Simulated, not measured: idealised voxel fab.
Module name: voxel wiring stack (process module)
Cross-sectional view cut (width: 250 nm; square cell size: 5 nm).
Cross-section spec: square-cell grid; bands listed top down; each band is one or more rows. In this notation a band is specified by the heights of its top and bottom, in that order and in nm, after which its materials appear from left to right, each paired with its width in nm. The word "throughout" attached to a single material means that material fills the band from edge to edge; the word "air" stands for empty space. For the purposes of this specification, 0 denotes the height below which the wafer in its as-received condition is composed wholly of one material, and the lowermost band, lacking a lower limit, extends downward without end, as expressed in "from 0 down". The expression "30..40" gives the width at the extremes of the band, the first number at its top row of cells and the second at its bottom row, with the width changing by equal amounts from each row to the next in between. Reading "identical to before" for a step: not a cell of the cross-section changed in it. The label "Closed cavity list" introduces a list of the empty spaces, 8 cells or larger, that have no open way up to the top; each entry in it reads width x height at distance, where the distance is taken from the left edge and all three are stated in nm. Text after the settings on a step's line: the simulator's own remark on that step. "overlay nm" denotes, for a step that has a mask, the displacement of the mask to the right of its planned place, with negative values corresponding to the left.

Steps in the process plan
| 1 | RECEIVE: material Si |
| 2 | CONFORMAL_DEP: material SiO2, thk nm 10 |
| 3 | CONFORMAL_DEP: material SiCN, thk nm 5 |
| 4 | DIRECTIONAL_DEP: material lowk, thk nm 15 |
| 5 | DIRECTIONAL_DEP: material aC, thk nm 15 |
| 6 | PATTERN: tone open, mask id METAL_1, material resist, width nm 20, pitch nm 40, thk nm 35, overlay nm 0 |
| 7 | DIRECTIONAL_ETCH: etch materials aC, depth nm 15 |
| 8 | STRIP: etch materials resist |
| 9 | DIRECTIONAL_ETCH: etch materials lowk, depth nm 15 |
| 10 | DIRECTIONAL_ETCH: etch materials SiCN, depth nm 5 |
| 11 | STRIP: etch materials aC |
| 12 | CONFORMAL_DEP: material TiN, thk nm 5 |
| 13 | FILL_DEP: material W, thk nm 5 |
| 14 | CMP: height nm 30 |
| 15 | CONFORMAL_DEP: material SiCN, thk nm 5 |
| 16 | DIRECTIONAL_DEP: material SiO2, thk nm 10 |
| 17 | DIRECTIONAL_DEP: material aC, thk nm 10 |
| 18 | PATTERN: tone open, mask id PLUG_1, material resist, width nm 15, pitch nm 40, thk nm 30, overlay nm 0 |
| 19 | DIRECTIONAL_ETCH: etch materials aC, depth nm 10 |
| 20 | STRIP: etch materials resist |
| 21 | DIRECTIONAL_ETCH: etch materials SiO2, depth nm 10 |
| 22 | DIRECTIONAL_ETCH: etch materials SiCN, depth nm 5 |
| 23 | STRIP: etch materials aC |
| 24 | CONFORMAL_DEP: material TiN, thk nm 5 |
| 25 | FILL_DEP: material Cu, thk nm 10 |
| 26 | CMP: height nm 45 |
| 27 | CONFORMAL_DEP: material SiCN, thk nm 5 |
| 28 | DIRECTIONAL_DEP: material SiO2, thk nm 15 |
| 29 | DIRECTIONAL_DEP: material aC, thk nm 15 |
| 30 | PATTERN: tone open, mask id METAL_2, material resist, width nm 20, pitch nm 40, thk nm 35, overlay nm 0 |
| 31 | DIRECTIONAL_ETCH: etch materials aC, depth nm 15 |
| 32 | STRIP: etch materials resist |
| 33 | DIRECTIONAL_ETCH: etch materials SiO2, depth nm 15 |
| 34 | DIRECTIONAL_ETCH: etch materials SiCN, depth nm 5 |
| 35 | STRIP: etch materials aC |
| 36 | CONFORMAL_DEP: material TiN, thk nm 5 |
| 37 | FILL_DEP: material Ru, thk nm 5 |
| 38 | CMP: height nm 65 |
| 39 | CONFORMAL_DEP: material SiCN, thk nm 5 |
| 40 | DIRECTIONAL_DEP: material lowk, thk nm 35 |
| 41 | DIRECTIONAL_DEP: material aC, thk nm 10 |
| 42 | PATTERN: tone open, mask id METAL_3_HOLES, material resist, width nm 15, pitch nm 40, thk nm 25, overlay nm 0 |
| 43 | DIRECTIONAL_ETCH: etch materials aC, depth nm 10 |
| 44 | STRIP: etch materials resist |
| 45 | DIRECTIONAL_ETCH: etch materials lowk, depth nm 35 |
| 46 | STRIP: etch materials aC |
| 47 | PATTERN: tone open, mask id METAL_3, material resist, width nm 20, pitch nm 40, thk nm 20, overlay nm 0 |
| 48 | DIRECTIONAL_ETCH: etch materials lowk, depth nm 20 |
| 49 | DIRECTIONAL_ETCH: etch materials SiCN, depth nm 5 |
| 50 | STRIP: etch materials resist |
| 51 | CONFORMAL_DEP: material TiN, thk nm 5 |
| 52 | FILL_DEP: material Cu, thk nm 5 |
| 53 | CMP: height nm 105 |
| 54 | CONFORMAL_DEP: material SiN, thk nm 5 |

So this is the incoming wafer in cross-section - it's already been through step 1
	from 0 down: Si throughout
	Closed cavity list: none

Looking at the first of two wafers in cross-section at end of module - ran to plan
	from 110 to 105: SiN throughout
	from 105 to 90: lowk 75 / TiN 5 / Cu 10 / TiN 5 / lowk 20 / TiN 5 / Cu 10 / TiN 5 / lowk 20 / TiN 5 / Cu 10 / TiN 5 / lowk 75
	from 90 to 85: lowk 75 / TiN 5 / Cu 5 / TiN 10 / lowk 20 / TiN 5 / Cu 5 / TiN 10 / lowk 20 / TiN 5 / Cu 5 / TiN 10 / lowk 75
	from 85 to 70: lowk 75 / TiN 5 / Cu 5 / TiN 5 / lowk 25 / TiN 5 / Cu 5 / TiN 5 / lowk 25 / TiN 5 / Cu 5 / TiN 5 / lowk 80
	from 70 to 65: SiCN 75 / TiN 15 / SiCN 25 / TiN 15 / SiCN 25 / TiN 15 / SiCN 80
	from 65 to 50: SiO2 75 / TiN 5 / Ru 10 / TiN 5 / SiO2 20 / TiN 5 / Ru 10 / TiN 5 / SiO2 20 / TiN 5 / Ru 10 / TiN 5 / SiO2 75
	from 50 to 45: SiCN 75 / TiN 20 / SiCN 20 / TiN 20 / SiCN 20 / TiN 20 / SiCN 75
	from 45 to 35: SiO2 75 / TiN 5 / Cu 5 / TiN 5 / SiO2 25 / TiN 5 / Cu 5 / TiN 5 / SiO2 25 / TiN 5 / Cu 5 / TiN 5 / SiO2 80
	from 35 to 30: SiCN 75 / TiN 15 / SiCN 25 / TiN 15 / SiCN 25 / TiN 15 / SiCN 80
	from 30 to 15: lowk 75 / TiN 5 / W 10 / TiN 5 / lowk 20 / TiN 5 / W 10 / TiN 5 / lowk 20 / TiN 5 / W 10 / TiN 5 / lowk 75
	from 15 to 10: SiCN 75 / TiN 20 / SiCN 20 / TiN 20 / SiCN 20 / TiN 20 / SiCN 75
	from 10 to 0: SiO2 throughout
	from 0 down: Si throughout
	Closed cavity list: none

Here is the second of the two wafers cut open at the end of the module - same start, same plan as the first one, but we made one mistake running it
	from 110 to 105: SiN throughout
	from 105 to 90: lowk 75 / TiN 5 / Cu 10 / TiN 5 / lowk 20 / TiN 5 / Cu 10 / TiN 5 / lowk 20 / TiN 5 / Cu 10 / TiN 5 / lowk 75
	from 90 to 85: lowk 75 / TiN 5 / Cu 5 / TiN 10 / lowk 20 / TiN 5 / Cu 5 / TiN 10 / lowk 20 / TiN 5 / Cu 5 / TiN 10 / lowk 75
	from 85 to 70: lowk 75 / TiN 5 / Cu 5 / TiN 5 / lowk 25 / TiN 5 / Cu 5 / TiN 5 / lowk 25 / TiN 5 / Cu 5 / TiN 5 / lowk 80
	from 70 to 65: SiCN 75 / TiN 15 / SiCN 25 / TiN 15 / SiCN 25 / TiN 15 / SiCN 80
	from 65 to 50: SiO2 75 / TiN 5 / Ru 10 / TiN 5 / SiO2 20 / TiN 5 / Ru 10 / TiN 5 / SiO2 20 / TiN 5 / Ru 10 / TiN 5 / SiO2 75
	from 50 to 45: SiCN 75 / TiN 20 / SiCN 20 / TiN 20 / SiCN 20 / TiN 20 / SiCN 75
	from 45 to 35: SiO2 75 / TiN 5 / Cu 5 / TiN 5 / SiO2 25 / TiN 5 / Cu 5 / TiN 5 / SiO2 25 / TiN 5 / Cu 5 / TiN 5 / SiO2 80
	from 35 to 30: SiCN 75 / TiN 15 / SiCN 25 / TiN 15 / SiCN 25 / TiN 15 / SiCN 80
	from 30 to 25: TiN 80 / W 10 / TiN 30 / W 10 / TiN 30 / W 10 / TiN 80
	from 25 to 15: lowk 75 / TiN 5 / W 10 / TiN 5 / lowk 20 / TiN 5 / W 10 / TiN 5 / lowk 20 / TiN 5 / W 10 / TiN 5 / lowk 75
	from 15 to 10: lowk 75 / TiN 20 / lowk 20 / TiN 20 / lowk 20 / TiN 20 / lowk 75
	from 10 to 0: SiO2 throughout
	from 0 down: Si throughout
	Closed cavity list: none
What was done differently from what was planned? heads up, step 3 of the plan was skipped and never actually ran
Looking at both finished wafers in cells, the second ends up ahead of or behind the first on some materials: SiCN: 38 fewer; TiN: 38 more
